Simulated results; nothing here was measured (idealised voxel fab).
process module | voxel wiring stack
cross-section cut | 215 nm wide | cells 5 nm
A cross-section is a grid of square cells, given in bands from the top down. A band is one or more rows of cells.
Each band's line starts with the height of the band's top and of its bottom, in nm. Then come its materials from left to right, each with its width in nm. One material with "throughout" fills the band from edge to edge. "air" is empty space.
Height 0 is the level under which the wafer as received is all one material. The lowest band goes on downwards, as in "0 down".
A width such as "30 to 40" changes by the same amount from each row of cells to the next, from the band's top row to its bottom row.
"no change" after a step means that no cell of the cross-section changed.
closed voids: empty space of 8 cells or more with no open way to the top, each as width x height at its distance from the left edge, in nm
after a step's settings: what the simulator itself notes on the step
overlay nm, on a step with a mask: how far to the right of its planned place the mask lay; to the left if negative
plan
1 op RECEIVE | material Si
2 op CONFORMAL_DEP | material SiO2 | thk nm 15
3 op DIRECTIONAL_DEP | material TiN | thk nm 5
4 op DIRECTIONAL_DEP | material W | thk nm 25
5 op MASKED_ETCH | tone cover | mask id METAL_1 | width nm 15 | pitch nm 50 | etch materials W | depth nm 25 | overlay nm 0
6 op MASKED_ETCH | tone cover | mask id METAL_1 | width nm 25 | pitch nm 50 | etch materials TiN | depth nm 5 | overlay nm 0
7 op CONFORMAL_DEP | material SiCN | thk nm 5
8 op FILL_DEP | material lowk | thk nm 10
9 op CMP | height nm 45
10 op CONFORMAL_DEP | material SiCN | thk nm 5
11 op DIRECTIONAL_DEP | material lowk | thk nm 10
12 op DIRECTIONAL_DEP | material aC | thk nm 15
13 op PATTERN | tone open | mask id PLUG_1 | material resist | width nm 15 | pitch nm 50 | thk nm 35 | overlay nm 0
14 op DIRECTIONAL_ETCH | etch materials aC | depth nm 15
15 op STRIP | etch materials resist
16 op DIRECTIONAL_ETCH | etch materials lowk | depth nm 10
17 op DIRECTIONAL_ETCH | etch materials SiCN | depth nm 5
18 op STRIP | etch materials aC
19 op CONFORMAL_DEP | material TiN | thk nm 5
20 op FILL_DEP | material W | thk nm 5
21 op CMP | height nm 60
22 op DIRECTIONAL_DEP | material TiN | thk nm 5
23 op DIRECTIONAL_DEP | material W | thk nm 15
24 op MASKED_ETCH | tone cover | mask id METAL_2 | width nm 25 | pitch nm 50 | etch materials W | depth nm 15 | overlay nm 0
25 op MASKED_ETCH | tone cover | mask id METAL_2 | width nm 25 | pitch nm 50 | etch materials TiN | depth nm 5 | overlay nm 0
26 op CONFORMAL_DEP | material SiN | thk nm 5
27 op FILL_DEP | material SiO2 | thk nm 5
28 op CMP | height nm 80
29 op CONFORMAL_DEP | material SiCN | thk nm 5
30 op DIRECTIONAL_DEP | material SiO2 | thk nm 25
31 op DIRECTIONAL_DEP | material aC | thk nm 15
32 op PATTERN | tone open | mask id METAL_3 | material resist | width nm 25 | pitch nm 50 | thk nm 30 | overlay nm 0
33 op DIRECTIONAL_ETCH | etch materials aC | depth nm 15
34 op STRIP | etch materials resist
35 op DIRECTIONAL_ETCH | etch materials SiO2 | depth nm 15
36 op STRIP | etch materials aC
37 op PATTERN | tone open | mask id METAL_3_HOLES | material resist | width nm 15 | thk nm 20 | overlay nm 0
38 op DIRECTIONAL_ETCH | etch materials SiO2 | depth nm 10
39 op DIRECTIONAL_ETCH | etch materials SiCN | depth nm 5
40 op STRIP | etch materials resist
41 op CONFORMAL_DEP | material TiN | thk nm 5
42 op FILL_DEP | material Ru | thk nm 10
43 op CMP | height nm 110
44 op CONFORMAL_DEP | material SiN | thk nm 5
varied across the wafers: width nm of step 5. The plan shows the first wafer's value. All wafers start alike
first wafer as received, after step 1
  0 down: Si throughout
  closed voids: none
first wafer at the end, after step 44
  115 to 110: SiN throughout
  110 to 100: SiO2 70 | TiN 5 | Ru 15 | TiN 5 | SiO2 25 | TiN 5 | Ru 15 | TiN 5 | SiO2 70
  100 to 95: SiO2 70 | TiN 5 | Ru 5 | TiN 15 | SiO2 25 | TiN 25 | SiO2 70
  95 to 85: SiO2 70 | TiN 5 | Ru 5 | TiN 5 | SiO2 130
  85 to 80: SiCN 70 | TiN 15 | SiCN 130
  80 to 65: SiO2 65 | SiN 5 | W 25 | SiN 5 | SiO2 15 | SiN 5 | W 25 | SiN 5 | SiO2 65
  65 to 60: SiN 70 | TiN 25 | SiN 25 | TiN 25 | SiN 70
  60 to 50: lowk 70 | TiN 5 | W 5 | TiN 5 | lowk 35 | TiN 5 | W 5 | TiN 5 | lowk 80
  50 to 45: SiCN 70 | TiN 15 | SiCN 35 | TiN 15 | SiCN 80
  45 to 25: lowk 70 | SiCN 5 | W 15 | SiCN 5 | lowk 25 | SiCN 5 | W 15 | SiCN 5 | lowk 70
  25 to 20: lowk 65 | SiCN 10 | W 15 | SiCN 10 | lowk 15 | SiCN 10 | W 15 | SiCN 10 | lowk 65
  20 to 15: SiCN 70 | TiN 25 | SiCN 25 | TiN 25 | SiCN 70
  15 to 0: SiO2 throughout
  0 down: Si throughout
  closed voids: none
last wafer at the end
  115 to 110: SiN throughout
  110 to 100: SiO2 70 | TiN 5 | Ru 15 | TiN 5 | SiO2 25 | TiN 5 | Ru 15 | TiN 5 | SiO2 70
  100 to 95: SiO2 70 | TiN 5 | Ru 5 | TiN 15 | SiO2 25 | TiN 25 | SiO2 70
  95 to 85: SiO2 70 | TiN 5 | Ru 5 | TiN 5 | SiO2 130
  85 to 80: SiCN 70 | TiN 15 | SiCN 130
  80 to 65: SiO2 65 | SiN 5 | W 25 | SiN 5 | SiO2 15 | SiN 5 | W 25 | SiN 5 | SiO2 65
  65 to 60: SiN 70 | TiN 25 | SiN 25 | TiN 25 | SiN 70
  60 to 50: lowk 70 | TiN 5 | W 5 | TiN 5 | lowk 35 | TiN 5 | W 5 | TiN 5 | lowk 80
  50 to 45: SiCN 70 | TiN 15 | SiCN 35 | TiN 15 | SiCN 80
  45 to 20: lowk 60 | SiCN 5 | W 35 | SiCN 5 | lowk 5 | SiCN 5 | W 35 | SiCN 5 | lowk 60
  20 to 15: SiCN 65 | TiN 35 | SiCN 15 | TiN 35 | SiCN 65
  15 to 0: SiO2 throughout
  0 down: Si throughout
  closed voids: none
each wafer at the end: cells of each material gained (+) or lost (-) since it was received, then its closed voids
width nm 15 | +15 Ru | +134 SiCN | +88 SiN | +395 SiO2 | +58 TiN | +64 W | +235 lowk | closed voids: none
width nm 20 | +15 Ru | +132 SiCN | +88 SiN | +395 SiO2 | +58 TiN | +74 W | +227 lowk | closed voids: none
width nm 25 | +15 Ru | +130 SiCN | +88 SiN | +395 SiO2 | +58 TiN | +84 W | +219 lowk | closed voids: none
width nm 30 | +15 Ru | +128 SiCN | +88 SiN | +395 SiO2 | +60 TiN | +94 W | +209 lowk | closed voids: none
width nm 35 | +15 Ru | +126 SiCN | +88 SiN | +395 SiO2 | +62 TiN | +104 W | +199 lowk | closed voids: none
